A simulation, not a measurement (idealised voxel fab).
process module | voxel self aligned contacts
cross-section cut | 230 nm wide | cells 5 nm
A cross-section is a grid of square cells, given in bands from the top down. A band is one or more rows of cells.
Each band's line starts with the height of the band's top and of its bottom, in nm. Then come its materials from left to right, each with its width in nm. One material with "throughout" fills the band from edge to edge. "air" is empty space.
Height 0 is the level under which the wafer as received is all one material. The lowest band goes on downwards, as in "0 down".
A width such as "30 to 40" changes by the same amount from each row of cells to the next, from the band's top row to its bottom row.
"no change" after a step means that no cell of the cross-section changed.
closed voids: empty space of 8 cells or more with no open way to the top, each as width x height at its distance from the left edge, in nm
after a step's settings: what the simulator itself notes on the step
overlay nm, on a step with a mask: how far to the right of its planned place the mask lay; to the left if negative
plan
1 op RECEIVE | material Si
2 op OXIDIZE | depth nm 5
3 op DIRECTIONAL_DEP | material polySi | thk nm 30
4 op DIRECTIONAL_DEP | material SiN | thk nm 20
5 op DIRECTIONAL_DEP | material aC | thk nm 10
6 op PATTERN | tone cover | mask id GATE | material resist | width nm 30 | pitch nm 60 | thk nm 25 | overlay nm 0
7 op DIRECTIONAL_ETCH | etch materials aC | depth nm 10
8 op STRIP | etch materials resist
9 op DIRECTIONAL_ETCH | etch materials SiN | depth nm 20
10 op DIRECTIONAL_ETCH | etch materials polySi | depth nm 30
11 op STRIP | etch materials aC
12 op CONFORMAL_DEP | material SiN | thk nm 5
13 op DIRECTIONAL_ETCH | etch materials SiN | depth nm 5
14 op FILL_DEP | material SiO2 | thk nm 15
15 op CMP | height nm 60
16 op MASKED_ETCH | tone open | mask id CONTACT | width nm 40 | pitch nm 60 | etch materials SiO2 | depth nm 65 | overlay nm 0
17 op CONFORMAL_DEP | material TiN | thk nm 5
18 op FILL_DEP | material W | thk nm 10
19 op CMP | height nm 60
20 op CONFORMAL_DEP | material SiN | thk nm 5
as received, after step 1
  0 down: Si throughout
  closed voids: none
first wafer at the end, as planned
  65 to 60: SiN throughout
  60 to 50: SiO2 65 | TiN 5 to 15 | W 30 to 10 | TiN 5 to 15 | SiO2 20 | TiN 5 to 15 | W 30 to 10 | TiN 5 to 15 | SiO2 65
  50 to 30: SiO2 35 | SiN 40 | TiN 5 | W 10 | TiN 5 | SiN 40 | TiN 5 | W 10 | TiN 5 | SiN 40 | SiO2 35
  30 to 0: SiO2 35 | SiN 5 | polySi 30 | SiN 5 | TiN 5 | W 10 | TiN 5 | SiN 5 | polySi 30 | SiN 5 | TiN 5 | W 10 | TiN 5 | SiN 5 | polySi 30 | SiN 5 | SiO2 35
  0 to -5: SiO2 75 | TiN 20 | SiO2 40 | TiN 20 | SiO2 75
  -5 down: Si throughout
  closed voids: none
second wafer at the end: like start, like plan, one mistake
  65 to 60: SiN throughout
  60 to 50: SiO2 65 | TiN 5 to 15 | W 30 to 10 | TiN 5 to 15 | SiO2 20 | TiN 5 to 15 | W 30 to 10 | TiN 5 to 15 | SiO2 65
  50 to 25: SiO2 35 | SiN 5 | polySi 30 | SiN 5 | TiN 5 | W 10 | TiN 5 | SiN 5 | polySi 30 | SiN 5 | TiN 5 | W 10 | TiN 5 | SiN 5 | polySi 30 | SiN 5 | SiO2 35
  25 to 20: SiO2 35 | SiN 5 | polySi 30 | SiN 5 | TiN 20 | SiN 5 | polySi 30 | SiN 5 | TiN 20 | SiN 5 | polySi 30 | SiN 5 | SiO2 35
  20 to 0: SiN throughout
  0 to -5: SiO2 throughout
  -5 down: Si throughout
  closed voids: none
what went wrong: steps 3 and 4 were swapped
at the end the second wafer has, in cells: 88 more of SiN | 48 fewer of SiO2 | 20 fewer of TiN | 20 fewer of W
